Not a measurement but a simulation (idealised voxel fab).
A process module follows: voxel released beams.
Section cut is 295 nm wide and gridded with 5 nm square cells.
Each cross-section below is a grid of square cells, stated as bands in top-down order, with one or more rows of cells making up each band. It is stipulated that each band's entry specify, in nanometres, the height of the top of the band and then that of its bottom, followed by the materials of the band in left-to-right sequence, each together with its width in nanometres. A single material marked by the word "full width" is understood to fill the band from edge to edge; the word "blank" is understood to denote empty space. For the purposes of this specification, 0 denotes the height below which the wafer in its as-received condition is composed wholly of one material, and the lowermost band, lacking a lower limit, extends downward without end, as expressed in "from 0 down". The two numbers in a width such as "30 to 40" mark its ends across the band: the first belongs to the top row of cells, the second to the bottom row, and from each row to the next the width moves by the same amount. It should be understood that the words "remained unchanged", when stated for a given step, signify that the cross-section underwent no change in any of its cells during that step. If an empty space has no open way to the top and is at least 8 cells in size, "Cavities, closed" lists it, written width x height at distance, where distance is measured from the left edge and every value is in nm. Where a step's line continues beyond its settings, the continuation is a remark by the simulator itself on that step. You can add "overlay nm" to a step's line. For a step with a mask, it describes how far the mask lay to the right of its planned position, and a negative number describes a lay to the left.

[Process steps foreseen in the plan]
- 1: RECEIVE, material Si
- 2: CONFORMAL_DEP, material Al2O3, thk nm 5
- 3: DIRECTIONAL_DEP, material SiO2, thk nm 20
- 4: MASKED_ETCH, tone open, mask id ANCHOR, width nm 35, etch materials SiO2, depth nm 20, overlay nm 0
- 5: CONFORMAL_DEP, material SiN, thk nm 10
- 6: DIRECTIONAL_DEP, material aC, thk nm 15
- 7: PATTERN, tone cover, mask id BEAM, material resist, width nm 110, thk nm 30, overlay nm 0
- 8: DIRECTIONAL_ETCH, etch materials aC, depth nm 15
- 9: STRIP, etch materials resist
- 10: DIRECTIONAL_ETCH, etch materials SiN, depth nm 10
- 11: STRIP, etch materials aC
- 12: STRIP, etch materials SiO2

[So this is the incoming wafer in cross-section - it's already been through step 1]
	from 0 down = Si full width
	Cavities, closed: none

[a wafer at the end: this start, this plan, one mistake]
	from 15 to 5 = blank=90 / SiN=110 / blank=95
	from 5 to 0 = Al2O3 full width
	from 0 down = Si full width
	Cavities, closed: none
Finding, execution versus plan: step 3 of the plan was jumped over and never run
